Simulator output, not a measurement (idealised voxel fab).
Process module in this document: voxel lift off
Each square cell in cross-section cut measures 5 nm, and the section as a whole is 175 nm wide.
Think of the cross-section as a grid of square cells. We describe it in bands, top to bottom, and each band covers one or more rows of those cells.
A band entry consists of two parts. The first gives the height of the band's top and the height of its bottom, in nm. The rest lists the band's materials from left to right, each with its width in nm. A single material labelled with the word "full width" fills the band from edge to edge, and the word "empty" marks empty space.
Height is counted from the level 0, under which the received wafer is composed throughout of one material. The lowest of the bands is not closed at the bottom but continues downward, in the notation "0 and below".
Graded width ("30..40"): value in top row of band = first number; value in bottom row = second number; row-to-row change constant.
Any step labelled "no alterations made" changed none of the cells in the cross-section.
Under "Closed void roster" you'll find the enclosed gaps, the ones with no way out to the top, that are 8 cells or bigger; each reads width x height at distance, with distance counted from the left edge, everything in nm.
Read whatever lies past the settings on a step's line as the simulator's own remark about the step.
overlay nm: mask offset rightward from planned place, masked step; negative means leftward offset.
# Planned process steps
- 1: RECEIVE | material Si
- 2: CONFORMAL_DEP | material SiN | thk nm 10
- 3: PATTERN | tone open | mask id LINES | material resist | width nm 15 | pitch nm 45 | thk nm 20 | overlay nm -15
- 4: DIRECTIONAL_DEP | material Ru | thk nm 10
- 5: STRIP | etch materials resist
- 6: CONFORMAL_DEP | material SiN | thk nm 5
varied across the wafers: overlay nm of step 3. The plan shows the first wafer's value. All wafers start alike
# Step 1 complete: as-received cross-section of the first of several wafers
* 0 and below = Si full width
* Closed void roster: none
# Quick look at the cross-section of the first of several wafers after step 6, which wraps up the module
* 25 down to 20 = 15 of empty / 25 of SiN / 20 of empty / 25 of SiN / 20 of empty / 25 of SiN / 45 of empty
* 20 down to 15 = 15 of empty / 5 of SiN / 15 of Ru / 5 of SiN / 20 of empty / 5 of SiN / 15 of Ru / 5 of SiN / 20 of empty / 5 of SiN / 15 of Ru / 5 of SiN / 45 of empty
* 15 down to 10 = 20 of SiN / 15 of Ru / 30 of SiN / 15 of Ru / 30 of SiN / 15 of Ru / 50 of SiN
* 10 down to 0 = SiN full width
* 0 and below = Si full width
* Closed void roster: none
# Cross-sectional view, end of module, last wafer of several
* 25 down to 20 = 45 of empty / 25 of SiN / 20 of empty / 25 of SiN / 20 of empty / 25 of SiN / 15 of empty
* 20 down to 15 = 45 of empty / 5 of SiN / 15 of Ru / 5 of SiN / 20 of empty / 5 of SiN / 15 of Ru / 5 of SiN / 20 of empty / 5 of SiN / 15 of Ru / 5 of SiN / 15 of empty
* 15 down to 10 = 50 of SiN / 15 of Ru / 30 of SiN / 15 of Ru / 30 of SiN / 15 of Ru / 20 of SiN
* 10 down to 0 = SiN full width
* 0 and below = Si full width
* Closed void roster: none
# Below: a row per wafer. Contents at end of module: for every material, cells gained since receipt (+) or lost since receipt (-); then closed voids
overlay nm -15; +18 Ru; +117 SiN; Closed void roster: none
overlay nm -10; +18 Ru; +117 SiN; Closed void roster: none
overlay nm -5; +18 Ru; +117 SiN; Closed void roster: none
overlay nm 0; +18 Ru; +117 SiN; Closed void roster: none
overlay nm 5; +18 Ru; +117 SiN; Closed void roster: none
overlay nm 10; +18 Ru; +117 SiN; Closed void roster: none
overlay nm 15; +18 Ru; +117 SiN; Closed void roster: none
